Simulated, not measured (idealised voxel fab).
Presented below is a process module, voxel wiring stack.
In the cross-section labelled cut, the width is 170 nm and each square cell is 5 nm.
Reading order for cross-sections: top band down to bottom band. Underlying form: a grid of square cells. Band size: one or more rows of cells.
Quick guide to a band line: top height, bottom height (nm) up front; then every material left to right with its width in nm. Only one material and it's marked "throughout"? Then it fills the band edge to edge. And "blank" just means empty space.
Convention: height 0 is the level below which the wafer, as received, is all one material. The lowest band does not terminate at the bottom but continues downward, represented as "from 0 down".
Width spec "30 to 40" -> top row of cells at first value, bottom row at second value, equal per-row change in between.
Key: "nothing was modified" - step with no changed cell in the cross-section.
The entry "Closed internal cavities" lists the empty spaces that cover at least 8 cells and have no open path to the top. Each is written as width x height at distance, where the distance is measured from the left edge and all three values are in nm.
On each step's line, the part that comes after the settings is the simulator's own comment on the step.
The "overlay nm" setting may appear on a step's line; for a step that uses a mask, it gives how far to the right of its planned position the mask lay, and a negative value indicates the left.
Read the rest as pairs. Take the cross-section before one process step, then the cross-section after it, which shows only down to the lowest band that changed. Under the pair, find the step between them and its settings. Bear in mind that pairs may come from different runs of this module on the same starting wafer: link a pair to the pair above it only where its entry headed "Ex-ante state" says to.

[Ex-ante state]
* from 100 to 85 = 30 aC, 20 blank, 25 aC, 20 blank, 25 aC, 20 blank, 30 aC
* from 85 to 60 = SiO2 throughout
* from 60 to 55 = SiCN throughout
* from 55 to 45 = 25 lowk, 25 Ru, 20 lowk, 25 Ru, 20 lowk, 25 Ru, 30 lowk
* from 45 to 40 = 25 SiCN, 25 Ru, 20 SiCN, 25 Ru, 20 SiCN, 25 Ru, 30 SiCN
* from 40 to 20 = 25 lowk, 5 SiCN, 20 W, 5 SiCN, 15 lowk, 5 SiCN, 20 W, 5 SiCN, 15 lowk, 5 SiCN, 20 W, 5 SiCN, 25 lowk
* from 20 to 15 = 30 SiCN, 20 TiN, 25 SiCN, 20 TiN, 25 SiCN, 20 TiN, 30 SiCN
* from 15 to 0 = SiO2 throughout
* from 0 down = Si throughout
* Closed internal cavities: none

[Resulting Structure]
* from 100 to 85 = 30 aC, 20 blank, 25 aC, 20 blank, 25 aC, 20 blank, 30 aC
* from 85 to 60 = 30 SiO2, 20 blank, 25 SiO2, 20 blank, 25 SiO2, 20 blank, 30 SiO2
* All layers under 60 are left as they were.
* Closed internal cavities: none
Name the step between the before and after sections above: DIRECTIONAL_ETCH (etch materials SiO2; depth nm 25)

Ex-ante state: the pre-step structure is the one depicted after the step in the pair just above.

[Resulting Structure]
* from 100 to 85 = 30 aC, 20 blank, 25 aC, 20 blank, 25 aC, 20 blank, 30 aC
* from 85 to 60 = 30 SiO2, 20 blank, 25 SiO2, 20 blank, 25 SiO2, 20 blank, 30 SiO2
* from 60 to 55 = 30 SiCN, 20 blank, 25 SiCN, 20 blank, 25 SiCN, 20 blank, 30 SiCN
* All layers under 55 are left as they were.
* Closed internal cavities: none
Name the step between the before and after sections above: DIRECTIONAL_ETCH (etch materials SiCN; depth nm 5)

Ex-ante state: the pre-step structure is the one depicted after the step in the pair just above.

[Resulting Structure]
* from 85 to 60 = 30 SiO2, 20 blank, 25 SiO2, 20 blank, 25 SiO2, 20 blank, 30 SiO2
* All layers under 60 are left as they were.
* Closed internal cavities: none
Name the step between the before and after sections above: STRIP (etch materials aC)

Ex-ante state: the pre-step structure is the one depicted after the step in the pair just above.

[Resulting Structure]
* from 90 to 85 = 35 TiN, 10 blank, 35 TiN, 10 blank, 35 TiN, 10 blank, 35 TiN
* from 85 to 60 = 30 SiO2, 5 TiN, 10 blank, 5 TiN, 25 SiO2, 5 TiN, 10 blank, 5 TiN, 25 SiO2, 5 TiN, 10 blank, 5 TiN, 30 SiO2
* from 60 to 55 = 30 SiCN, 20 TiN, 25 SiCN, 20 TiN, 25 SiCN, 20 TiN, 30 SiCN
* All layers under 55 are left as they were.
* Closed internal cavities: none
Name the step between the before and after sections above: CONFORMAL_DEP (material TiN; thk nm 5)

Ex-ante state: the pre-step structure is the one depicted after the step in the pair just above.

[Resulting Structure]
* from 100 to 90 = Cu throughout
* from 90 to 85 = 35 TiN, 10 Cu, 35 TiN, 10 Cu, 35 TiN, 10 Cu, 35 TiN
* from 85 to 60 = 30 SiO2, 5 TiN, 10 Cu, 5 TiN, 25 SiO2, 5 TiN, 10 Cu, 5 TiN, 25 SiO2, 5 TiN, 10 Cu, 5 TiN, 30 SiO2
* All layers under 60 are left as they were.
* Closed internal cavities: none
Name the step between the before and after sections above: FILL_DEP (material Cu; thk nm 10)

Ex-ante state: the pre-step structure is the one depicted after the step in the pair just above.

[Resulting Structure]
* from 85 to 60 = 30 SiO2, 5 TiN, 10 Cu, 5 TiN, 25 SiO2, 5 TiN, 10 Cu, 5 TiN, 25 SiO2, 5 TiN, 10 Cu, 5 TiN, 30 SiO2
* All layers under 60 are left as they were.
* Closed internal cavities: none
Name the step between the before and after sections above: CMP (height nm 85)

Ex-ante state: the pre-step structure is the one depicted after the step in the pair just above.

[Resulting Structure]
* from 90 to 85 = SiCN throughout
* All layers under 85 are left as they were.
* Closed internal cavities: none
Name the step between the before and after sections above: CONFORMAL_DEP (material SiCN; thk nm 5)

Ex-ante state: the pre-step structure is the one depicted after the step in the pair just above.

[Resulting Structure]
* from 120 to 90 = SiO2 throughout
* All layers under 90 are left as they were.
* Closed internal cavities: none
Name the step between the before and after sections above: DIRECTIONAL_DEP (material SiO2; thk nm 30)

Ex-ante state: the pre-step structure is the one depicted after the step in the pair just above.

[Resulting Structure]
* from 120 to 90 = 30 SiO2, 15 blank, 30 SiO2, 15 blank, 30 SiO2, 15 blank, 35 SiO2
* All layers under 90 are left as they were.
* Closed internal cavities: none
Name the step between the before and after sections above: MASKED_ETCH (tone open; mask id METAL_3_HOLES; width nm 15; pitch nm 45; etch materials SiO2; depth nm 30; overlay nm 0)

Ex-ante state: the pre-step structure is the one depicted after the step in the pair just above.

[Resulting Structure]
* from 120 to 100 = 30 SiO2, 20 blank, 25 SiO2, 20 blank, 25 SiO2, 20 blank, 30 SiO2
* All layers under 100 are left as they were.
* Closed internal cavities: none
Name the step between the before and after sections above: MASKED_ETCH (tone open; mask id METAL_3; width nm 20; pitch nm 45; etch materials SiO2; depth nm 20; overlay nm 0)

Ex-ante state: the pre-step structure is the one depicted after the step in the pair just above.

[Resulting Structure]
* from 120 to 100 = 30 SiO2, 20 blank, 25 SiO2, 20 blank, 25 SiO2, 20 blank, 30 SiO2
* from 100 to 90 = 30 SiO2, 15 blank, 30 SiO2, 15 blank, 30 SiO2, 15 blank, 35 SiO2
* from 90 to 85 = 30 SiCN, 15 blank, 30 SiCN, 15 blank, 30 SiCN, 15 blank, 35 SiCN
* All layers under 85 are left as they were.
* Closed internal cavities: none
Name the step between the before and after sections above: MASKED_ETCH (tone open; mask id METAL_3; width nm 20; pitch nm 45; etch materials SiCN; depth nm 5; overlay nm 0)

Ex-ante state: the pre-step structure is the one depicted after the step in the pair just above.

[Resulting Structure]
* from 125 to 120 = 35 TiN, 10 blank, 35 TiN, 10 blank, 35 TiN, 10 blank, 35 TiN
* from 120 to 105 = 30 SiO2, 5 TiN, 10 blank, 5 TiN, 25 SiO2, 5 TiN, 10 blank, 5 TiN, 25 SiO2, 5 TiN, 10 blank, 5 TiN, 30 SiO2
* from 105 to 100 = 30 SiO2, 5 TiN, 5 blank, 10 TiN, 25 SiO2, 5 TiN, 5 blank, 10 TiN, 25 SiO2, 5 TiN, 5 blank, 10 TiN, 30 SiO2
* from 100 to 90 = 30 SiO2, 5 TiN, 5 blank, 5 TiN, 30 SiO2, 5 TiN, 5 blank, 5 TiN, 30 SiO2, 5 TiN, 5 blank, 5 TiN, 35 SiO2
* from 90 to 85 = 30 SiCN, 15 TiN, 30 SiCN, 15 TiN, 30 SiCN, 15 TiN, 35 SiCN
* All layers under 85 are left as they were.
* Closed internal cavities: none
Name the step between the before and after sections above: CONFORMAL_DEP (material TiN; thk nm 5)

Ex-ante state: the pre-step structure is the one depicted after the step in the pair just above.

[Resulting Structure]
* from 130 to 125 = Ru throughout
* from 125 to 120 = 35 TiN, 10 Ru, 35 TiN, 10 Ru, 35 TiN, 10 Ru, 35 TiN
* from 120 to 105 = 30 SiO2, 5 TiN, 10 Ru, 5 TiN, 25 SiO2, 5 TiN, 10 Ru, 5 TiN, 25 SiO2, 5 TiN, 10 Ru, 5 TiN, 30 SiO2
* from 105 to 100 = 30 SiO2, 5 TiN, 5 Ru, 10 TiN, 25 SiO2, 5 TiN, 5 Ru, 10 TiN, 25 SiO2, 5 TiN, 5 Ru, 10 TiN, 30 SiO2
* from 100 to 90 = 30 SiO2, 5 TiN, 5 Ru, 5 TiN, 30 SiO2, 5 TiN, 5 Ru, 5 TiN, 30 SiO2, 5 TiN, 5 Ru, 5 TiN, 35 SiO2
* All layers under 90 are left as they were.
* Closed internal cavities: none
Name the step between the before and after sections above: FILL_DEP (material Ru; thk nm 5)

Ex-ante state: the pre-step structure is the one depicted after the step in the pair just above.

[Resulting Structure]
* from 120 to 105 = 30 SiO2, 5 TiN, 10 Ru, 5 TiN, 25 SiO2, 5 TiN, 10 Ru, 5 TiN, 25 SiO2, 5 TiN, 10 Ru, 5 TiN, 30 SiO2
* All layers under 105 are left as they were.
* Closed internal cavities: none
Name the step between the before and after sections above: CMP (height nm 120)

Ex-ante state: the pre-step structure is the one depicted after the step in the pair just above.

[Resulting Structure]
* from 125 to 120 = SiCN throughout
* All layers under 120 are left as they were.
* Closed internal cavities: none
Name the step between the before and after sections above: CONFORMAL_DEP (material SiCN; thk nm 5)

Ex-ante state: the pre-step structure is the one depicted after the step in the pair just above.

[Resulting Structure]
* from 155 to 125 = SiO2 throughout
* All layers under 125 are left as they were.
* Closed internal cavities: none
Name the step between the before and after sections above: DIRECTIONAL_DEP (material SiO2; thk nm 30)

Ex-ante state: the pre-step structure is the one depicted after the step in the pair just above.

[Resulting Structure]
* from 155 to 125 = 30 SiO2, 15 blank, 75 SiO2, 15 blank, 35 SiO2
* All layers under 125 are left as they were.
* Closed internal cavities: none
Name the step between the before and after sections above: MASKED_ETCH (tone open; mask id METAL_4_HOLES; width nm 15; pitch nm 90; etch materials SiO2; depth nm 30; overlay nm 0)

Ex-ante state: the pre-step structure is the one depicted after the step in the pair just above.

[Resulting Structure]
* from 155 to 135 = 30 SiO2, 20 blank, 25 SiO2, 20 blank, 25 SiO2, 20 blank, 30 SiO2
* All layers under 135 are left as they were.
* Closed internal cavities: none
Name the step between the before and after sections above: MASKED_ETCH (tone open; mask id METAL_4; width nm 20; pitch nm 45; etch materials SiO2; depth nm 20; overlay nm 0)

Ex-ante state: the pre-step structure is the one depicted after the step in the pair just above.

[Resulting Structure]
* from 155 to 135 = 30 SiO2, 20 blank, 25 SiO2, 20 blank, 25 SiO2, 20 blank, 30 SiO2
* from 135 to 125 = 30 SiO2, 15 blank, 75 SiO2, 15 blank, 35 SiO2
* from 125 to 120 = 30 SiCN, 15 blank, 75 SiCN, 15 blank, 35 SiCN
* All layers under 120 are left as they were.
* Closed internal cavities: none
Name the step between the before and after sections above: MASKED_ETCH (tone open; mask id METAL_4; width nm 20; pitch nm 45; etch materials SiCN; depth nm 5; overlay nm 0)

Ex-ante state: the pre-step structure is the one depicted after the step in the pair just above.

[Resulting Structure]
* from 160 to 155 = 35 TiN, 10 blank, 35 TiN, 10 blank, 35 TiN, 10 blank, 35 TiN
* from 155 to 140 = 30 SiO2, 5 TiN, 10 blank, 5 TiN, 25 SiO2, 5 TiN, 10 blank, 5 TiN, 25 SiO2, 5 TiN, 10 blank, 5 TiN, 30 SiO2
* from 140 to 135 = 30 SiO2, 5 TiN, 5 blank, 10 TiN, 25 SiO2, 20 TiN, 25 SiO2, 5 TiN, 5 blank, 10 TiN, 30 SiO2
* from 135 to 125 = 30 SiO2, 5 TiN, 5 blank, 5 TiN, 75 SiO2, 5 TiN, 5 blank, 5 TiN, 35 SiO2
* from 125 to 120 = 30 SiCN, 15 TiN, 75 SiCN, 15 TiN, 35 SiCN
* All layers under 120 are left as they were.
* Closed internal cavities: none
Name the step between the before and after sections above: CONFORMAL_DEP (material TiN; thk nm 5)

Ex-ante state: the pre-step structure is the one depicted after the step in the pair just above.

[Resulting Structure]
* from 165 to 160 = Ru throughout
* from 160 to 155 = 35 TiN, 10 Ru, 35 TiN, 10 Ru, 35 TiN, 10 Ru, 35 TiN
* from 155 to 140 = 30 SiO2, 5 TiN, 10 Ru, 5 TiN, 25 SiO2, 5 TiN, 10 Ru, 5 TiN, 25 SiO2, 5 TiN, 10 Ru, 5 TiN, 30 SiO2
* from 140 to 135 = 30 SiO2, 5 TiN, 5 Ru, 10 TiN, 25 SiO2, 20 TiN, 25 SiO2, 5 TiN, 5 Ru, 10 TiN, 30 SiO2
* from 135 to 125 = 30 SiO2, 5 TiN, 5 Ru, 5 TiN, 75 SiO2, 5 TiN, 5 Ru, 5 TiN, 35 SiO2
* All layers under 125 are left as they were.
* Closed internal cavities: none
Name the step between the before and after sections above: FILL_DEP (material Ru; thk nm 5)

Ex-ante state: the pre-step structure is the one depicted after the step in the pair just above.

[Resulting Structure]
* from 155 to 140 = 30 SiO2, 5 TiN, 10 Ru, 5 TiN, 25 SiO2, 5 TiN, 10 Ru, 5 TiN, 25 SiO2, 5 TiN, 10 Ru, 5 TiN, 30 SiO2
* All layers under 140 are left as they were.
* Closed internal cavities: none
Name the step between the before and after sections above: CMP (height nm 155)

Ex-ante state: the pre-step structure is the one depicted after the step in the pair just above.

[Resulting Structure]
* from 160 to 155 = SiN throughout
* All layers under 155 are left as they were.
* Closed internal cavities: none
Name the step between the before and after sections above: CONFORMAL_DEP (material SiN; thk nm 5)

[Ex-ante state]
* from 65 to 55 = aC throughout
* from 55 to 45 = lowk throughout
* from 45 to 40 = SiCN throughout
* from 40 to 20 = 25 lowk, 5 SiCN, 20 W, 5 SiCN, 15 lowk, 5 SiCN, 20 W, 5 SiCN, 15 lowk, 5 SiCN, 20 W, 5 SiCN, 25 lowk
* from 20 to 15 = 30 SiCN, 20 TiN, 25 SiCN, 20 TiN, 25 SiCN, 20 TiN, 30 SiCN
* from 15 to 0 = SiO2 throughout
* from 0 down = Si throughout
* Closed internal cavities: none

[Resulting Structure]
* from 95 to 65 = 40 resist, 15 blank, 30 resist, 15 blank, 30 resist, 15 blank, 25 resist
* All layers under 65 are left as they were.
* Closed internal cavities: none
Name the step between the before and after sections above: PATTERN (tone open; mask id PLUG_1; material resist; width nm 15; pitch nm 45; thk nm 30; overlay nm 10)

Ex-ante state: the pre-step structure is the one depicted after the step in the pair just above.

[Resulting Structure]
* from 85 to 65 = 40 resist, 15 blank, 30 resist, 15 blank, 30 resist, 15 blank, 25 resist
* from 65 to 55 = 40 aC, 15 blank, 30 aC, 15 blank, 30 aC, 15 blank, 25 aC
* All layers under 55 are left as they were.
* Closed internal cavities: none
Name the step between the before and after sections above: DIRECTIONAL_ETCH (etch materials aC; depth nm 10)

Ex-ante state: the pre-step structure is the one depicted after the step in the pair just above.

[Resulting Structure]
* from 65 to 55 = 40 aC, 15 blank, 30 aC, 15 blank, 30 aC, 15 blank, 25 aC
* All layers under 55 are left as they were.
* Closed internal cavities: none
Name the step between the before and after sections above: STRIP (etch materials resist)

Ex-ante state: the pre-step structure is the one depicted after the step in the pair just above.

[Resulting Structure]
* from 65 to 55 = 40 aC, 15 blank, 30 aC, 15 blank, 30 aC, 15 blank, 25 aC
* from 55 to 45 = 40 lowk, 15 blank, 30 lowk, 15 blank, 30 lowk, 15 blank, 25 lowk
* All layers under 45 are left as they were.
* Closed internal cavities: none
Name the step between the before and after sections above: DIRECTIONAL_ETCH (etch materials lowk; depth nm 10)

Ex-ante state: the pre-step structure is the one depicted after the step in the pair just above.

[Resulting Structure]
* from 65 to 55 = 40 aC, 15 blank, 30 aC, 15 blank, 30 aC, 15 blank, 25 aC
* from 55 to 45 = 40 lowk, 15 blank, 30 lowk, 15 blank, 30 lowk, 15 blank, 25 lowk
* from 45 to 40 = 40 SiCN, 15 blank, 30 SiCN, 15 blank, 30 SiCN, 15 blank, 25 SiCN
* All layers under 40 are left as they were.
* Closed internal cavities: none
Name the step between the before and after sections above: DIRECTIONAL_ETCH (etch materials SiCN; depth nm 5)

Ex-ante state: the pre-step structure is the one depicted after the step in the pair just above.

[Resulting Structure]
* from 55 to 45 = 40 lowk, 15 blank, 30 lowk, 15 blank, 30 lowk, 15 blank, 25 lowk
* All layers under 45 are left as they were.
* Closed internal cavities: none
Name the step between the before and after sections above: STRIP (etch materials aC)

Ex-ante state: the pre-step structure is the one depicted after the step in the pair just above.

[Resulting Structure]
* from 55 to 50 = 40 lowk, 15 blank, 30 lowk, 15 blank, 30 lowk, 15 blank, 25 lowk
* from 50 to 45 = 40 lowk, 15 Ru, 30 lowk, 15 Ru, 30 lowk, 15 Ru, 25 lowk
* from 45 to 40 = 40 SiCN, 15 Ru, 30 SiCN, 15 Ru, 30 SiCN, 15 Ru, 25 SiCN
* All layers under 40 are left as they were.
* Closed internal cavities: none
Name the step between the before and after sections above: EPI (material Ru; thk nm 10)

Ex-ante state: the pre-step structure is the one depicted after the step in the pair just above.

[Resulting Structure]
* from 55 to 45 = 40 lowk, 15 Ru, 30 lowk, 15 Ru, 30 lowk, 15 Ru, 25 lowk
* All layers under 45 are left as they were.
* Closed internal cavities: none
Name the step between the before and after sections above: EPI (material Ru; thk nm 5)

Ex-ante state: the pre-step structure is the one depicted after the step in the pair just above.

[Resulting Structure]
* from 60 to 55 = SiCN throughout
* All layers under 55 are left as they were.
* Closed internal cavities: none
Name the step between the before and after sections above: CONFORMAL_DEP (material SiCN; thk nm 5)

Ex-ante state: the pre-step structure is the one depicted after the step in the pair just above.

[Resulting Structure]
* from 85 to 60 = SiO2 throughout
* All layers under 60 are left as they were.
* Closed internal cavities: none
Name the step between the before and after sections above: DIRECTIONAL_DEP (material SiO2; thk nm 25)

Ex-ante state: the pre-step structure is the one depicted after the step in the pair just above.

[Resulting Structure]
* from 100 to 85 = aC throughout
* All layers under 85 are left as they were.
* Closed internal cavities: none
Name the step between the before and after sections above: DIRECTIONAL_DEP (material aC; thk nm 15)

Ex-ante state: the pre-step structure is the one depicted after the step in the pair just above.

[Resulting Structure]
* from 130 to 100 = 30 resist, 20 blank, 25 resist, 20 blank, 25 resist, 20 blank, 30 resist
* All layers under 100 are left as they were.
* Closed internal cavities: none
Name the step between the before and after sections above: PATTERN (tone open; mask id METAL_2; material resist; width nm 20; pitch nm 45; thk nm 30; overlay nm 0)

Ex-ante state: the pre-step structure is the one depicted after the step in the pair just above.

[Resulting Structure]
* from 115 to 100 = 30 resist, 20 blank, 25 resist, 20 blank, 25 resist, 20 blank, 30 resist
* from 100 to 85 = 30 aC, 20 blank, 25 aC, 20 blank, 25 aC, 20 blank, 30 aC
* All layers under 85 are left as they were.
* Closed internal cavities: none
Name the step between the before and after sections above: DIRECTIONAL_ETCH (etch materials aC; depth nm 15)

Ex-ante state: the pre-step structure is the one depicted after the step in the pair just above.

[Resulting Structure]
* from 100 to 85 = 30 aC, 20 blank, 25 aC, 20 blank, 25 aC, 20 blank, 30 aC
* All layers under 85 are left as they were.
* Closed internal cavities: none
Name the step between the before and after sections above: STRIP (etch materials resist)

Ex-ante state: the pre-step structure is the one depicted after the step in the pair just above.

[Resulting Structure]
* from 100 to 85 = 30 aC, 20 blank, 25 aC, 20 blank, 25 aC, 20 blank, 30 aC
* from 85 to 60 = 30 SiO2, 20 blank, 25 SiO2, 20 blank, 25 SiO2, 20 blank, 30 SiO2
* All layers under 60 are left as they were.
* Closed internal cavities: none
Name the step between the before and after sections above: DIRECTIONAL_ETCH (etch materials SiO2; depth nm 25)

Ex-ante state: the pre-step structure is the one depicted after the step in the pair just above.

[Resulting Structure]
* from 100 to 85 = 30 aC, 20 blank, 25 aC, 20 blank, 25 aC, 20 blank, 30 aC
* from 85 to 60 = 30 SiO2, 20 blank, 25 SiO2, 20 blank, 25 SiO2, 20 blank, 30 SiO2
* from 60 to 55 = 30 SiCN, 20 blank, 25 SiCN, 20 blank, 25 SiCN, 20 blank, 30 SiCN
* All layers under 55 are left as they were.
* Closed internal cavities: none
Name the step between the before and after sections above: DIRECTIONAL_ETCH (etch materials SiCN; depth nm 5)

Ex-ante state: the pre-step structure is the one depicted after the step in the pair just above.

[Resulting Structure]
* from 85 to 60 = 30 SiO2, 20 blank, 25 SiO2, 20 blank, 25 SiO2, 20 blank, 30 SiO2
* All layers under 60 are left as they were.
* Closed internal cavities: none
Name the step between the before and after sections above: STRIP (etch materials aC)

Ex-ante state: the pre-step structure is the one depicted after the step in the pair just above.

[Resulting Structure]
* from 90 to 85 = 35 TiN, 10 blank, 35 TiN, 10 blank, 35 TiN, 10 blank, 35 TiN
* from 85 to 60 = 30 SiO2, 5 TiN, 10 blank, 5 TiN, 25 SiO2, 5 TiN, 10 blank, 5 TiN, 25 SiO2, 5 TiN, 10 blank, 5 TiN, 30 SiO2
* from 60 to 55 = 30 SiCN, 20 TiN, 25 SiCN, 20 TiN, 25 SiCN, 20 TiN, 30 SiCN
* All layers under 55 are left as they were.
* Closed internal cavities: none
Name the step between the before and after sections above: CONFORMAL_DEP (material TiN; thk nm 5)

Ex-ante state: the pre-step structure is the one depicted after the step in the pair just above.

[Resulting Structure]
* from 100 to 90 = Cu throughout
* from 90 to 85 = 35 TiN, 10 Cu, 35 TiN, 10 Cu, 35 TiN, 10 Cu, 35 TiN
* from 85 to 60 = 30 SiO2, 5 TiN, 10 Cu, 5 TiN, 25 SiO2, 5 TiN, 10 Cu, 5 TiN, 25 SiO2, 5 TiN, 10 Cu, 5 TiN, 30 SiO2
* All layers under 60 are left as they were.
* Closed internal cavities: none
Name the step between the before and after sections above: FILL_DEP (material Cu; thk nm 10)

Ex-ante state: the pre-step structure is the one depicted after the step in the pair just above.

[Resulting Structure]
* from 85 to 60 = 30 SiO2, 5 TiN, 10 Cu, 5 TiN, 25 SiO2, 5 TiN, 10 Cu, 5 TiN, 25 SiO2, 5 TiN, 10 Cu, 5 TiN, 30 SiO2
* All layers under 60 are left as they were.
* Closed internal cavities: none
Name the step between the before and after sections above: CMP (height nm 85)

Ex-ante state: the pre-step structure is the one depicted after the step in the pair just above.

[Resulting Structure]
* from 90 to 85 = SiCN throughout
* All layers under 85 are left as they were.
* Closed internal cavities: none
Name the step between the before and after sections above: CONFORMAL_DEP (material SiCN; thk nm 5)

Ex-ante state: the pre-step structure is the one depicted after the step in the pair just above.

[Resulting Structure]
* from 120 to 90 = SiO2 throughout
* All layers under 90 are left as they were.
* Closed internal cavities: none
Name the step between the before and after sections above: DIRECTIONAL_DEP (material SiO2; thk nm 30)

Ex-ante state: the pre-step structure is the one depicted after the step in the pair just above.

[Resulting Structure]
* from 120 to 90 = 30 SiO2, 15 blank, 30 SiO2, 15 blank, 30 SiO2, 15 blank, 35 SiO2
* All layers under 90 are left as they were.
* Closed internal cavities: none
Name the step between the before and after sections above: MASKED_ETCH (tone open; mask id METAL_3_HOLES; width nm 15; pitch nm 45; etch materials SiO2; depth nm 30; overlay nm 0)

Ex-ante state: the pre-step structure is the one depicted after the step in the pair just above.

[Resulting Structure]
* from 120 to 100 = 30 SiO2, 20 blank, 25 SiO2, 20 blank, 25 SiO2, 20 blank, 30 SiO2
* All layers under 100 are left as they were.
* Closed internal cavities: none
Name the step between the before and after sections above: MASKED_ETCH (tone open; mask id METAL_3; width nm 20; pitch nm 45; etch materials SiO2; depth nm 20; overlay nm 0)

Ex-ante state: the pre-step structure is the one depicted after the step in the pair just above.

[Resulting Structure]
* from 120 to 100 = 30 SiO2, 20 blank, 25 SiO2, 20 blank, 25 SiO2, 20 blank, 30 SiO2
* from 100 to 90 = 30 SiO2, 15 blank, 30 SiO2, 15 blank, 30 SiO2, 15 blank, 35 SiO2
* from 90 to 85 = 30 SiCN, 15 blank, 30 SiCN, 15 blank, 30 SiCN, 15 blank, 35 SiCN
* All layers under 85 are left as they were.
* Closed internal cavities: none
Name the step between the before and after sections above: MASKED_ETCH (tone open; mask id METAL_3; width nm 20; pitch nm 45; etch materials SiCN; depth nm 5; overlay nm 0)

Ex-ante state: the pre-step structure is the one depicted after the step in the pair just above.

[Resulting Structure]
* from 125 to 120 = 35 TiN, 10 blank, 35 TiN, 10 blank, 35 TiN, 10 blank, 35 TiN
* from 120 to 105 = 30 SiO2, 5 TiN, 10 blank, 5 TiN, 25 SiO2, 5 TiN, 10 blank, 5 TiN, 25 SiO2, 5 TiN, 10 blank, 5 TiN, 30 SiO2
* from 105 to 100 = 30 SiO2, 5 TiN, 5 blank, 10 TiN, 25 SiO2, 5 TiN, 5 blank, 10 TiN, 25 SiO2, 5 TiN, 5 blank, 10 TiN, 30 SiO2
* from 100 to 90 = 30 SiO2, 5 TiN, 5 blank, 5 TiN, 30 SiO2, 5 TiN, 5 blank, 5 TiN, 30 SiO2, 5 TiN, 5 blank, 5 TiN, 35 SiO2
* from 90 to 85 = 30 SiCN, 15 TiN, 30 SiCN, 15 TiN, 30 SiCN, 15 TiN, 35 SiCN
* All layers under 85 are left as they were.
* Closed internal cavities: none
Name the step between the before and after sections above: CONFORMAL_DEP (material TiN; thk nm 5)

Ex-ante state: the pre-step structure is the one depicted after the step in the pair just above.

[Resulting Structure]
* from 130 to 125 = Ru throughout
* from 125 to 120 = 35 TiN, 10 Ru, 35 TiN, 10 Ru, 35 TiN, 10 Ru, 35 TiN
* from 120 to 105 = 30 SiO2, 5 TiN, 10 Ru, 5 TiN, 25 SiO2, 5 TiN, 10 Ru, 5 TiN, 25 SiO2, 5 TiN, 10 Ru, 5 TiN, 30 SiO2
* from 105 to 100 = 30 SiO2, 5 TiN, 5 Ru, 10 TiN, 25 SiO2, 5 TiN, 5 Ru, 10 TiN, 25 SiO2, 5 TiN, 5 Ru, 10 TiN, 30 SiO2
* from 100 to 90 = 30 SiO2, 5 TiN, 5 Ru, 5 TiN, 30 SiO2, 5 TiN, 5 Ru, 5 TiN, 30 SiO2, 5 TiN, 5 Ru, 5 TiN, 35 SiO2
* All layers under 90 are left as they were.
* Closed internal cavities: none
Name the step between the before and after sections above: FILL_DEP (material Ru; thk nm 5)

Ex-ante state: the pre-step structure is the one depicted after the step in the pair just above.

[Resulting Structure]
* from 120 to 105 = 30 SiO2, 5 TiN, 10 Ru, 5 TiN, 25 SiO2, 5 TiN, 10 Ru, 5 TiN, 25 SiO2, 5 TiN, 10 Ru, 5 TiN, 30 SiO2
* All layers under 105 are left as they were.
* Closed internal cavities: none
Name the step between the before and after sections above: CMP (height nm 120)

Ex-ante state: the pre-step structure is the one depicted after the step in the pair just above.

[Resulting Structure]
* from 125 to 120 = SiCN throughout
* All layers under 120 are left as they were.
* Closed internal cavities: none
Name the step between the before and after sections above: CONFORMAL_DEP (material SiCN; thk nm 5)

Ex-ante state: the pre-step structure is the one depicted after the step in the pair just above.

[Resulting Structure]
* from 155 to 125 = SiO2 throughout
* All layers under 125 are left as they were.
* Closed internal cavities: none
Name the step between the before and after sections above: DIRECTIONAL_DEP (material SiO2; thk nm 30)

Ex-ante state: the pre-step structure is the one depicted after the step in the pair just above.

[Resulting Structure]
* from 155 to 125 = 30 SiO2, 15 blank, 75 SiO2, 15 blank, 35 SiO2
* All layers under 125 are left as they were.
* Closed internal cavities: none
Name the step between the before and after sections above: MASKED_ETCH (tone open; mask id METAL_4_HOLES; width nm 15; pitch nm 90; etch materials SiO2; depth nm 30; overlay nm 0)

Ex-ante state: the pre-step structure is the one depicted after the step in the pair just above.

[Resulting Structure]
* from 155 to 135 = 30 SiO2, 20 blank, 25 SiO2, 20 blank, 25 SiO2, 20 blank, 30 SiO2
* All layers under 135 are left as they were.
* Closed internal cavities: none
Name the step between the before and after sections above: MASKED_ETCH (tone open; mask id METAL_4; width nm 20; pitch nm 45; etch materials SiO2; depth nm 20; overlay nm 0)

Ex-ante state: the pre-step structure is the one depicted after the step in the pair just above.

[Resulting Structure]
* from 155 to 135 = 30 SiO2, 20 blank, 25 SiO2, 20 blank, 25 SiO2, 20 blank, 30 SiO2
* from 135 to 125 = 30 SiO2, 15 blank, 75 SiO2, 15 blank, 35 SiO2
* from 125 to 120 = 30 SiCN, 15 blank, 75 SiCN, 15 blank, 35 SiCN
* All layers under 120 are left as they were.
* Closed internal cavities: none
Name the step between the before and after sections above: MASKED_ETCH (tone open; mask id METAL_4; width nm 20; pitch nm 45; etch materials SiCN; depth nm 5; overlay nm 0)

Ex-ante state: the pre-step structure is the one depicted after the step in the pair just above.

[Resulting Structure]
* from 160 to 155 = 35 TiN, 10 blank, 35 TiN, 10 blank, 35 TiN, 10 blank, 35 TiN
* from 155 to 140 = 30 SiO2, 5 TiN, 10 blank, 5 TiN, 25 SiO2, 5 TiN, 10 blank, 5 TiN, 25 SiO2, 5 TiN, 10 blank, 5 TiN, 30 SiO2
* from 140 to 135 = 30 SiO2, 5 TiN, 5 blank, 10 TiN, 25 SiO2, 20 TiN, 25 SiO2, 5 TiN, 5 blank, 10 TiN, 30 SiO2
* from 135 to 125 = 30 SiO2, 5 TiN, 5 blank, 5 TiN, 75 SiO2, 5 TiN, 5 blank, 5 TiN, 35 SiO2
* from 125 to 120 = 30 SiCN, 15 TiN, 75 SiCN, 15 TiN, 35 SiCN
* All layers under 120 are left as they were.
* Closed internal cavities: none
Name the step between the before and after sections above: CONFORMAL_DEP (material TiN; thk nm 5)
